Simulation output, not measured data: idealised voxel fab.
The following process module bears the name voxel double patterning.
cross-section cut | 200 nm wide | cells 5 nm
For the purposes of this document, a cross-section shall be understood as a grid of square cells, specified as bands listed in top-to-bottom order, each band consisting of one or more rows of cells. It is stipulated that each band's entry specify, in nanometres, the height of the top of the band and then that of its bottom, followed by the materials of the band in left-to-right sequence, each together with its width in nanometres. A single material marked by the word "all across" is understood to fill the band from edge to edge; the word "blank" is understood to denote empty space. Measure heights from 0. That's the level where, below it, the as-received wafer is all one material. The lowest band is bottomless and extends downward; write it as in "0 nm and below". Width "30 to 40": first value at the band's top row of cells, second value at its bottom row, equal change from row to row. Step note "nothing different" = no cross-section cell changed. "Sealed voids" specifies each empty space that is not open to the top and that occupies no fewer than 8 cells, using the form width x height at distance, the distance measured from the left edge and all three quantities in nm. If you see something after the settings on a step's line, that's the simulator's own remark about that step. overlay nm: right-of-plan distance of the mask on a masked step; negative values mean left-of-plan.
Listed below are the process steps as planned
1) RECEIVE [material Si]
2) CONFORMAL_DEP [material SiO2] [thk nm 5]
3) DIRECTIONAL_DEP [material W] [thk nm 10]
4) DIRECTIONAL_DEP [material SiCN] [thk nm 10]
5) DIRECTIONAL_DEP [material aC] [thk nm 15]
6) PATTERN [tone open] [mask id FIRST] [material resist] [width nm 15] [pitch nm 50] [thk nm 30] [overlay nm 0]
7) DIRECTIONAL_ETCH [etch materials aC] [depth nm 15]
8) STRIP [etch materials resist]
9) DIRECTIONAL_ETCH [etch materials SiCN] [depth nm 10]
10) STRIP [etch materials aC]
11) PATTERN [tone open] [mask id SECOND] [material resist] [width nm 15] [thk nm 15] [overlay nm 0]
12) DIRECTIONAL_ETCH [etch materials SiCN] [depth nm 10]
13) STRIP [etch materials resist]
14) DIRECTIONAL_ETCH [etch materials W] [depth nm 10]
15) STRIP [etch materials SiCN]
Concerning the first of two wafers, which was run in accordance with the plan
Cross-section of the incoming wafer, state after step 1
	0 nm and below | Si all across
	Sealed voids: none
Cross-section: wafer state after step 2
	5 nm to 0 nm | SiO2 all across
	At heights below 0, the structure remains unaltered.
Cross-section: wafer state after step 3
	15 nm to 5 nm | W all across
	At heights below 5, the structure remains unaltered.
Cross-section: wafer state after step 4
	25 nm to 15 nm | SiCN all across
	At heights below 15, the structure remains unaltered.
Cross-section: wafer state after step 5
	40 nm to 25 nm | aC all across
	At heights below 25, the structure remains unaltered.
Cross-section: wafer state after step 6
	70 nm to 40 nm | 65 of resist / 15 of blank / 35 of resist / 15 of blank / 70 of resist
	At heights below 40, the structure remains unaltered.
Cross-section: wafer state after step 7
	55 nm to 40 nm | 65 of resist / 15 of blank / 35 of resist / 15 of blank / 70 of resist
	40 nm to 25 nm | 65 of aC / 15 of blank / 35 of aC / 15 of blank / 70 of aC
	At heights below 25, the structure remains unaltered.
Cross-section: wafer state after step 8
	40 nm to 25 nm | 65 of aC / 15 of blank / 35 of aC / 15 of blank / 70 of aC
	At heights below 25, the structure remains unaltered.
Cross-section: wafer state after step 9
	40 nm to 25 nm | 65 of aC / 15 of blank / 35 of aC / 15 of blank / 70 of aC
	25 nm to 15 nm | 65 of SiCN / 15 of blank / 35 of SiCN / 15 of blank / 70 of SiCN
	At heights below 15, the structure remains unaltered.
Cross-section: wafer state after step 10
	25 nm to 15 nm | 65 of SiCN / 15 of blank / 35 of SiCN / 15 of blank / 70 of SiCN
	At heights below 15, the structure remains unaltered.
Cross-section: wafer state after step 11
	40 nm to 25 nm | 90 of resist / 15 of blank / 95 of resist
	25 nm to 15 nm | 65 of SiCN / 15 of resist / 35 of SiCN / 15 of resist / 70 of SiCN
	At heights below 15, the structure remains unaltered.
Cross-section: wafer state after step 12
	40 nm to 25 nm | 90 of resist / 15 of blank / 95 of resist
	25 nm to 15 nm | 65 of SiCN / 15 of resist / 10 of SiCN / 15 of blank / 10 of SiCN / 15 of resist / 70 of SiCN
	At heights below 15, the structure remains unaltered.
Cross-section: wafer state after step 13
	25 nm to 15 nm | 65 of SiCN / 15 of blank / 10 of SiCN / 15 of blank / 10 of SiCN / 15 of blank / 70 of SiCN
	At heights below 15, the structure remains unaltered.
Cross-section: wafer state after step 14
	25 nm to 15 nm | 65 of SiCN / 15 of blank / 10 of SiCN / 15 of blank / 10 of SiCN / 15 of blank / 70 of SiCN
	15 nm to 5 nm | 65 of W / 15 of blank / 10 of W / 15 of blank / 10 of W / 15 of blank / 70 of W
	At heights below 5, the structure remains unaltered.
Cross-section: wafer state after step 15
	15 nm to 5 nm | 65 of W / 15 of blank / 10 of W / 15 of blank / 10 of W / 15 of blank / 70 of W
	At heights below 5, the structure remains unaltered.
Second wafer - shared start and plan with the first - one error in running - same as the first up to step 1 inclusive
The second wafer cut through, at the time step 2 was supposed to be finished: nothing different
The second wafer cut through, at the time step 3 was supposed to be finished
	10 nm to 0 nm | W all across
	At heights below 0, the structure remains unaltered.
The second wafer cut through, at the time step 4 was supposed to be finished
	20 nm to 10 nm | SiCN all across
	At heights below 10, the structure remains unaltered.
The second wafer cut through, at the time step 5 was supposed to be finished
	35 nm to 20 nm | aC all across
	At heights below 20, the structure remains unaltered.
The second wafer cut through, at the time step 6 was supposed to be finished
	65 nm to 35 nm | 65 of resist / 15 of blank / 35 of resist / 15 of blank / 70 of resist
	At heights below 35, the structure remains unaltered.
The second wafer cut through, at the time step 7 was supposed to be finished
	50 nm to 35 nm | 65 of resist / 15 of blank / 35 of resist / 15 of blank / 70 of resist
	35 nm to 20 nm | 65 of aC / 15 of blank / 35 of aC / 15 of blank / 70 of aC
	At heights below 20, the structure remains unaltered.
The second wafer cut through, at the time step 8 was supposed to be finished
	35 nm to 20 nm | 65 of aC / 15 of blank / 35 of aC / 15 of blank / 70 of aC
	At heights below 20, the structure remains unaltered.
The second wafer cut through, at the time step 9 was supposed to be finished
	35 nm to 20 nm | 65 of aC / 15 of blank / 35 of aC / 15 of blank / 70 of aC
	20 nm to 10 nm | 65 of SiCN / 15 of blank / 35 of SiCN / 15 of blank / 70 of SiCN
	At heights below 10, the structure remains unaltered.
The second wafer cut through, at the time step 10 was supposed to be finished
	20 nm to 10 nm | 65 of SiCN / 15 of blank / 35 of SiCN / 15 of blank / 70 of SiCN
	At heights below 10, the structure remains unaltered.
The second wafer cut through, at the time step 11 was supposed to be finished
	35 nm to 20 nm | 90 of resist / 15 of blank / 95 of resist
	20 nm to 10 nm | 65 of SiCN / 15 of resist / 35 of SiCN / 15 of resist / 70 of SiCN
	At heights below 10, the structure remains unaltered.
The second wafer cut through, at the time step 12 was supposed to be finished
	35 nm to 20 nm | 90 of resist / 15 of blank / 95 of resist
	20 nm to 10 nm | 65 of SiCN / 15 of resist / 10 of SiCN / 15 of blank / 10 of SiCN / 15 of resist / 70 of SiCN
	At heights below 10, the structure remains unaltered.
The second wafer cut through, at the time step 13 was supposed to be finished
	20 nm to 10 nm | 65 of SiCN / 15 of blank / 10 of SiCN / 15 of blank / 10 of SiCN / 15 of blank / 70 of SiCN
	At heights below 10, the structure remains unaltered.
The second wafer cut through, at the time step 14 was supposed to be finished
	20 nm to 10 nm | 65 of SiCN / 15 of blank / 10 of SiCN / 15 of blank / 10 of SiCN / 15 of blank / 70 of SiCN
	10 nm to 0 nm | 65 of W / 15 of blank / 10 of W / 15 of blank / 10 of W / 15 of blank / 70 of W
	At heights below 0, the structure remains unaltered.
The second wafer cut through, at the time step 15 was supposed to be finished
	10 nm to 0 nm | 65 of W / 15 of blank / 10 of W / 15 of blank / 10 of W / 15 of blank / 70 of W
	At heights below 0, the structure remains unaltered.
Where did the run depart from the plan? plan step 2: skipped, not run
Final wafer comparison in cells, second versus first, more or fewer per material: 40 fewer of SiO2
